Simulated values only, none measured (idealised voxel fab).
Presented below is a process module, voxel capacitor over wiring.
The width of the displayed cross-section, cut, is 270 nm; its cells are square, with a size of 5 nm.
Square cells in a grid make up a cross-section in this document, and the grid is given as bands, listed from the top down, each one or more rows of cells.
This entry defines a band. It first specifies the height of the band's top and the height of its bottom in nm, and then specifies the band's materials from left to right, stating each material with its width in nm. The word "all across" identifies a single material that fills the band from edge to edge, while the word "empty" identifies empty space.
Heights are measured from 0, the level below which the as-received wafer is all one material; the lowest band has no bottom and continues downward, written as in "z 0 and below".
Width: "30 to 40" (first number = top row, second number = bottom row, same change from row to row of cells).
Take "same as before" at face value: in the step it is given for, the cross-section changed in none of its cells.
Entry "Fully sealed cavities". Content: empty spaces with no open connection to the top, size 8 cells or greater. Each: width x height at distance. Distance: from left edge. Unit: nm.
Heads up: the bit after the settings on a step's line is the simulator's remark on that step.
Among the settings permitted on a step's line is "overlay nm"; applied to a step with a mask, it specifies the extent to which the mask lay to the right of its planned position, whereas a negative figure signifies a position to the left.
### The process steps that were planned are listed below
1: RECEIVE | material Si
2: CONFORMAL_DEP | material SiO2 | thk nm 10
3: DIRECTIONAL_DEP | material TiN | thk nm 5
4: DIRECTIONAL_DEP | material W | thk nm 15
5: MASKED_ETCH | tone cover | mask id METAL_1 | width nm 25 | pitch nm 95 | etch materials W | depth nm 15 | overlay nm 0
6: MASKED_ETCH | tone cover | mask id METAL_1 | width nm 25 | pitch nm 95 | etch materials TiN | depth nm 5 | overlay nm 0
7: CONFORMAL_DEP | material SiCN | thk nm 5
8: FILL_DEP | material lowk | thk nm 10
9: CMP | height nm 30
10: CONFORMAL_DEP | material SiCN | thk nm 5
11: DIRECTIONAL_DEP | material SiO2 | thk nm 10
12: DIRECTIONAL_DEP | material aC | thk nm 15
13: PATTERN | tone open | mask id PLUG_1 | material resist | width nm 15 | thk nm 30 | overlay nm 0
14: DIRECTIONAL_ETCH | etch materials aC | depth nm 15
15: STRIP | etch materials resist
16: DIRECTIONAL_ETCH | etch materials SiO2 | depth nm 10
17: DIRECTIONAL_ETCH | etch materials SiCN | depth nm 5
18: STRIP | etch materials aC
19: EPI | material Ru | thk nm 10
20: EPI | material Ru | thk nm 5
21: DIRECTIONAL_DEP | material TiN | thk nm 10
22: DIRECTIONAL_DEP | material HfO2 | thk nm 5
23: DIRECTIONAL_DEP | material TiN | thk nm 5
24: MASKED_ETCH | tone cover | mask id UPPER_PLATE | width nm 75 | etch materials TiN | depth nm 5 | overlay nm 0
25: MASKED_ETCH | tone cover | mask id UPPER_PLATE | width nm 75 | etch materials HfO2 | depth nm 5 | overlay nm 0
26: DIRECTIONAL_DEP | material aC | thk nm 10
27: PATTERN | tone cover | mask id LOWER_PLATE | material resist | width nm 85 | thk nm 25 | overlay nm 0
28: DIRECTIONAL_ETCH | etch materials aC | depth nm 10
29: STRIP | etch materials resist
30: DIRECTIONAL_ETCH | etch materials TiN | depth nm 10
31: STRIP | etch materials aC
32: FILL_DEP | material SiO2 | thk nm 20
33: CMP | height nm 80
34: PATTERN | tone open | mask id PLUG_2 | material resist | width nm 15 | thk nm 20 | overlay nm 0
35: DIRECTIONAL_ETCH | etch materials SiO2 | depth nm 15
36: STRIP | etch materials resist
37: CONFORMAL_DEP | material TiN | thk nm 5
38: FILL_DEP | material W | thk nm 10
39: CMP | height nm 80
40: CONFORMAL_DEP | material SiN | thk nm 5
### The first wafer of two, processed as planned
### Cross-section, incoming material, after step 1
* z 0 and below = Si all across
* Fully sealed cavities: none
### How the wafer stands in section after step 2
* z 10 to 0 = SiO2 all across
* Everything below 0 is unchanged.
### How the wafer stands in section after step 3
* z 15 to 10 = TiN all across
* Everything below 10 is unchanged.
### How the wafer stands in section after step 4
* z 30 to 15 = W all across
* Everything below 15 is unchanged.
### How the wafer stands in section after step 5
* z 30 to 15 = empty 75; W 25; empty 70; W 25; empty 75
* Everything below 15 is unchanged.
### How the wafer stands in section after step 6
* z 30 to 15 = empty 75; W 25; empty 70; W 25; empty 75
* z 15 to 10 = empty 75; TiN 25; empty 70; TiN 25; empty 75
* Everything below 10 is unchanged.
### How the wafer stands in section after step 7
* z 35 to 30 = empty 70; SiCN 35; empty 60; SiCN 35; empty 70
* z 30 to 15 = empty 70; SiCN 5; W 25; SiCN 5; empty 60; SiCN 5; W 25; SiCN 5; empty 70
* z 15 to 10 = SiCN 75; TiN 25; SiCN 70; TiN 25; SiCN 75
* Everything below 10 is unchanged.
### How the wafer stands in section after step 8
* z 45 to 35 = lowk all across
* z 35 to 30 = lowk 70; SiCN 35; lowk 60; SiCN 35; lowk 70
* z 30 to 15 = lowk 70; SiCN 5; W 25; SiCN 5; lowk 60; SiCN 5; W 25; SiCN 5; lowk 70
* Everything below 15 is unchanged.
### How the wafer stands in section after step 9
* z 30 to 15 = lowk 70; SiCN 5; W 25; SiCN 5; lowk 60; SiCN 5; W 25; SiCN 5; lowk 70
* Everything below 15 is unchanged.
### How the wafer stands in section after step 10
* z 35 to 30 = SiCN all across
* Everything below 30 is unchanged.
### How the wafer stands in section after step 11
* z 45 to 35 = SiO2 all across
* Everything below 35 is unchanged.
### How the wafer stands in section after step 12
* z 60 to 45 = aC all across
* Everything below 45 is unchanged.
### How the wafer stands in section after step 13
* z 90 to 60 = resist 85; empty 15; resist 170
* Everything below 60 is unchanged.
### How the wafer stands in section after step 14
* z 75 to 60 = resist 85; empty 15; resist 170
* z 60 to 45 = aC 85; empty 15; aC 170
* Everything below 45 is unchanged.
### How the wafer stands in section after step 15
* z 60 to 45 = aC 85; empty 15; aC 170
* Everything below 45 is unchanged.
### How the wafer stands in section after step 16
* z 60 to 45 = aC 85; empty 15; aC 170
* z 45 to 35 = SiO2 85; empty 15; SiO2 170
* Everything below 35 is unchanged.
### How the wafer stands in section after step 17
* z 60 to 45 = aC 85; empty 15; aC 170
* z 45 to 35 = SiO2 85; empty 15; SiO2 170
* z 35 to 30 = SiCN 85; empty 15; SiCN 170
* Everything below 30 is unchanged.
### How the wafer stands in section after step 18
* z 45 to 35 = SiO2 85; empty 15; SiO2 170
* Everything below 35 is unchanged.
### How the wafer stands in section after step 19
* z 45 to 40 = SiO2 85; empty 15; SiO2 170
* z 40 to 35 = SiO2 85; Ru 15; SiO2 170
* z 35 to 30 = SiCN 85; Ru 15; SiCN 170
* Everything below 30 is unchanged.
### How the wafer stands in section after step 20
* z 45 to 35 = SiO2 85; Ru 15; SiO2 170
* Everything below 35 is unchanged.
### How the wafer stands in section after step 21
* z 55 to 45 = TiN all across
* Everything below 45 is unchanged.
### How the wafer stands in section after step 22
* z 60 to 55 = HfO2 all across
* Everything below 55 is unchanged.
### How the wafer stands in section after step 23
* z 65 to 60 = TiN all across
* Everything below 60 is unchanged.
### How the wafer stands in section after step 24
* z 65 to 60 = empty 85; TiN 75; empty 110
* Everything below 60 is unchanged.
### How the wafer stands in section after step 25
* z 65 to 60 = empty 85; TiN 75; empty 110
* z 60 to 55 = empty 85; HfO2 75; empty 110
* Everything below 55 is unchanged.
### How the wafer stands in section after step 26
* z 75 to 65 = empty 85; aC 75; empty 110
* z 65 to 60 = aC 85; TiN 75; aC 110
* z 60 to 55 = aC 85; HfO2 75; aC 110
* Everything below 55 is unchanged.
### How the wafer stands in section after step 27
* z 100 to 75 = empty 80; resist 85; empty 105
* z 75 to 65 = empty 80; resist 5; aC 75; resist 5; empty 105
* Everything below 65 is unchanged.
### How the wafer stands in section after step 28
* z 90 to 75 = empty 80; resist 85; empty 105
* z 75 to 65 = empty 80; resist 5; aC 75; resist 5; empty 105
* z 65 to 60 = empty 80; aC 5; TiN 75; aC 5; empty 105
* z 60 to 55 = empty 80; aC 5; HfO2 75; aC 5; empty 105
* Everything below 55 is unchanged.
### How the wafer stands in section after step 29
* z 75 to 65 = empty 85; aC 75; empty 110
* Everything below 65 is unchanged.
### How the wafer stands in section after step 30
* z 75 to 65 = empty 85; aC 75; empty 110
* z 65 to 60 = empty 80; aC 5; TiN 75; aC 5; empty 105
* z 60 to 55 = empty 80; aC 5; HfO2 75; aC 5; empty 105
* z 55 to 45 = empty 80; TiN 85; empty 105
* Everything below 45 is unchanged.
### How the wafer stands in section after step 31
* z 65 to 60 = empty 85; TiN 75; empty 110
* z 60 to 55 = empty 85; HfO2 75; empty 110
* Everything below 55 is unchanged.
### How the wafer stands in section after step 32
* z 85 to 65 = SiO2 all across
* z 65 to 60 = SiO2 85; TiN 75; SiO2 110
* z 60 to 55 = SiO2 85; HfO2 75; SiO2 110
* z 55 to 45 = SiO2 80; TiN 85; SiO2 105
* Everything below 45 is unchanged.
### How the wafer stands in section after step 33
* z 80 to 65 = SiO2 all across
* Everything below 65 is unchanged.
### How the wafer stands in section after step 34
* z 100 to 80 = resist 95; empty 15; resist 160
* Everything below 80 is unchanged.
### How the wafer stands in section after step 35
* z 100 to 80 = resist 95; empty 15; resist 160
* z 80 to 65 = SiO2 95; empty 15; SiO2 160
* Everything below 65 is unchanged.
### How the wafer stands in section after step 36
* z 80 to 65 = SiO2 95; empty 15; SiO2 160
* Everything below 65 is unchanged.
### How the wafer stands in section after step 37
* z 85 to 80 = TiN 100; empty 5; TiN 165
* z 80 to 70 = SiO2 95; TiN 5; empty 5; TiN 5; SiO2 160
* z 70 to 60 = SiO2 95 to 85; TiN 15 to 75; SiO2 160 to 110
* Everything below 60 is unchanged.
### How the wafer stands in section after step 38
* z 95 to 85 = W all across
* z 85 to 80 = TiN 100; W 5; TiN 165
* z 80 to 70 = SiO2 95; TiN 5; W 5; TiN 5; SiO2 160
* Everything below 70 is unchanged.
### How the wafer stands in section after step 39
* z 80 to 70 = SiO2 95; TiN 5; W 5; TiN 5; SiO2 160
* Everything below 70 is unchanged.
### How the wafer stands in section after step 40
* z 85 to 80 = SiN all across
* Everything below 80 is unchanged.
### Wafer two. Identical start, identical plan. One mistake in execution. Identical history through step 22
### The second wafer cut through, at the time step 23 was supposed to be finished
* z 65 to 55 = HfO2 all across
* Everything below 55 is unchanged.
The second wafer cut through, at the time step 24 was supposed to be finished: same as before
### The second wafer cut through, at the time step 25 was supposed to be finished
* z 65 to 60 = empty 85; HfO2 75; empty 110
* Everything below 60 is unchanged.
### The second wafer cut through, at the time step 26 was supposed to be finished
* z 75 to 70 = empty 85; aC 75; empty 110
* z 70 to 65 = aC all across
* z 65 to 60 = aC 85; HfO2 75; aC 110
* Everything below 60 is unchanged.
### The second wafer cut through, at the time step 27 was supposed to be finished
* z 100 to 75 = empty 80; resist 85; empty 105
* z 75 to 70 = empty 80; resist 5; aC 75; resist 5; empty 105
* Everything below 70 is unchanged.
### The second wafer cut through, at the time step 28 was supposed to be finished
* z 90 to 75 = empty 80; resist 85; empty 105
* z 75 to 70 = empty 80; resist 5; aC 75; resist 5; empty 105
* z 70 to 65 = empty 80; aC 85; empty 105
* z 65 to 60 = empty 80; aC 5; HfO2 75; aC 5; empty 105
* Everything below 60 is unchanged.
### The second wafer cut through, at the time step 29 was supposed to be finished
* z 75 to 65 = empty 85 to 80; aC 75 to 85; empty 110 to 105
* Everything below 65 is unchanged.
The second wafer cut through, at the time step 30 was supposed to be finished: same as before
### The second wafer cut through, at the time step 31 was supposed to be finished
* z 65 to 60 = empty 85; HfO2 75; empty 110
* Everything below 60 is unchanged.
### The second wafer cut through, at the time step 32 was supposed to be finished
* z 85 to 65 = SiO2 all across
* z 65 to 60 = SiO2 85; HfO2 75; SiO2 110
* Everything below 60 is unchanged.
### The second wafer cut through, at the time step 33 was supposed to be finished
* z 80 to 65 = SiO2 all across
* Everything below 65 is unchanged.
### The second wafer cut through, at the time step 34 was supposed to be finished
* z 100 to 80 = resist 95; empty 15; resist 160
* Everything below 80 is unchanged.
### The second wafer cut through, at the time step 35 was supposed to be finished
* z 100 to 80 = resist 95; empty 15; resist 160
* z 80 to 65 = SiO2 95; empty 15; SiO2 160
* Everything below 65 is unchanged.
### The second wafer cut through, at the time step 36 was supposed to be finished
* z 80 to 65 = SiO2 95; empty 15; SiO2 160
* Everything below 65 is unchanged.
### The second wafer cut through, at the time step 37 was supposed to be finished
* z 85 to 80 = TiN 100; empty 5; TiN 165
* z 80 to 70 = SiO2 95; TiN 5; empty 5; TiN 5; SiO2 160
* z 70 to 65 = SiO2 95; TiN 15; SiO2 160
* Everything below 65 is unchanged.
### The second wafer cut through, at the time step 38 was supposed to be finished
* z 95 to 85 = W all across
* z 85 to 80 = TiN 100; W 5; TiN 165
* z 80 to 70 = SiO2 95; TiN 5; W 5; TiN 5; SiO2 160
* Everything below 70 is unchanged.
### The second wafer cut through, at the time step 39 was supposed to be finished
* z 80 to 70 = SiO2 95; TiN 5; W 5; TiN 5; SiO2 160
* Everything below 70 is unchanged.
### The second wafer cut through, at the time step 40 was supposed to be finished
* z 85 to 80 = SiN all across
* Everything below 80 is unchanged.
Processing error: step 23 ran differently from the plan; actual operation with settings: DIRECTIONAL_DEP | material HfO2 | thk nm 5
Final cells, second wafer relative to first, materials higher or lower: 54 more of HfO2 | 113 fewer of SiO2 | 59 more of TiN
